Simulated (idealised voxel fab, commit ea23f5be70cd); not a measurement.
process module | voxel self aligned contacts
cross-section cut | 265 nm wide | cells 5 nm
A cross-section is a grid of square cells, given in bands from the top down. A band is one or more rows of cells.
Each band's line starts with the height of the band's top and of its bottom, in nm. Then come its materials from left to right, each with its width in nm. One material with "throughout" fills the band from edge to edge. "air" is empty space.
Height 0 is the level under which the wafer as received is all one material. The lowest band goes on downwards, as in "0 down".
A width such as "30 to 40" changes by the same amount from each row of cells to the next, from the band's top row to its bottom row.
"no change" after a step means that no cell of the cross-section changed.
closed voids: empty space of 8 cells or more with no open way to the top, each as width x height at its distance from the left edge, in nm
after a step's settings: what the simulator itself notes on the step
overlay nm, on a step with a mask: how far to the right of its planned place the mask lay; to the left if negative
plan
1 op RECEIVE | material Si
2 op CONFORMAL_DEP | material SiO2 | thk nm 5
3 op DIRECTIONAL_DEP | material polySi | thk nm 25
4 op DIRECTIONAL_DEP | material SiN | thk nm 20
5 op DIRECTIONAL_DEP | material aC | thk nm 10
6 op PATTERN | tone cover | mask id GATE | material resist | width nm 25 | pitch nm 70 | thk nm 30 | overlay nm 0
7 op DIRECTIONAL_ETCH | etch materials aC | depth nm 10
8 op STRIP | etch materials resist
9 op DIRECTIONAL_ETCH | etch materials SiN | depth nm 20
10 op DIRECTIONAL_ETCH | etch materials polySi | depth nm 25
11 op STRIP | etch materials aC
12 op CONFORMAL_DEP | material SiN | thk nm 10
13 op DIRECTIONAL_ETCH | etch materials SiN | depth nm 10
14 op FILL_DEP | material SiO2 | thk nm 15
15 op CMP | height nm 55
16 op DIRECTIONAL_DEP | material aC | thk nm 15
17 op PATTERN | tone open | mask id CONTACT | material resist | width nm 55 | thk nm 35 | overlay nm 0
18 op DIRECTIONAL_ETCH | etch materials aC | depth nm 15
19 op STRIP | etch materials resist
20 op DIRECTIONAL_ETCH | etch materials SiO2 | depth nm 55
21 op STRIP | etch materials aC
22 op CONFORMAL_DEP | material TiN | thk nm 5
23 op FILL_DEP | material Ru | thk nm 10
24 op CMP | height nm 55
25 op CONFORMAL_DEP | material SiN | thk nm 5
as received, after step 1
  0 down: Si throughout
  closed voids: none
first wafer at the end, as planned
  60 to 55: SiN throughout
  55 to 50: SiO2 105 | TiN 20 | Ru 15 | TiN 20 | SiO2 105
  50 to 30: SiO2 75 | SiN 45 | TiN 5 | Ru 15 | TiN 5 | SiN 45 | SiO2 75
  30 to 5: SiO2 75 | SiN 10 | polySi 25 | SiN 10 | TiN 5 | Ru 15 | TiN 5 | SiN 10 | polySi 25 | SiN 10 | SiO2 75
  5 to 0: SiO2 120 | TiN 25 | SiO2 120
  0 down: Si throughout
  closed voids: none
second wafer at the end: like start, like plan, one mistake
  60 to 55: SiN throughout
  55 to 50: SiO2 105 | TiN 25 | Ru 15 | TiN 15 | SiO2 105
  50 to 30: SiO2 80 | SiN 45 | TiN 5 | Ru 15 | TiN 5 | SiN 45 | SiO2 70
  30 to 5: SiO2 80 | SiN 10 | polySi 25 | SiN 10 | TiN 5 | Ru 15 | TiN 5 | SiN 10 | polySi 25 | SiN 10 | SiO2 70
  5 to 0: SiO2 125 | TiN 25 | SiO2 115
  0 down: Si throughout
  closed voids: none
what went wrong: step 6 ran as: op PATTERN | tone cover | mask id GATE | material resist | width nm 25 | pitch nm 70 | thk nm 30 | overlay nm 5
at the end the second wafer has, in cells: as many of each material as the first, in other places
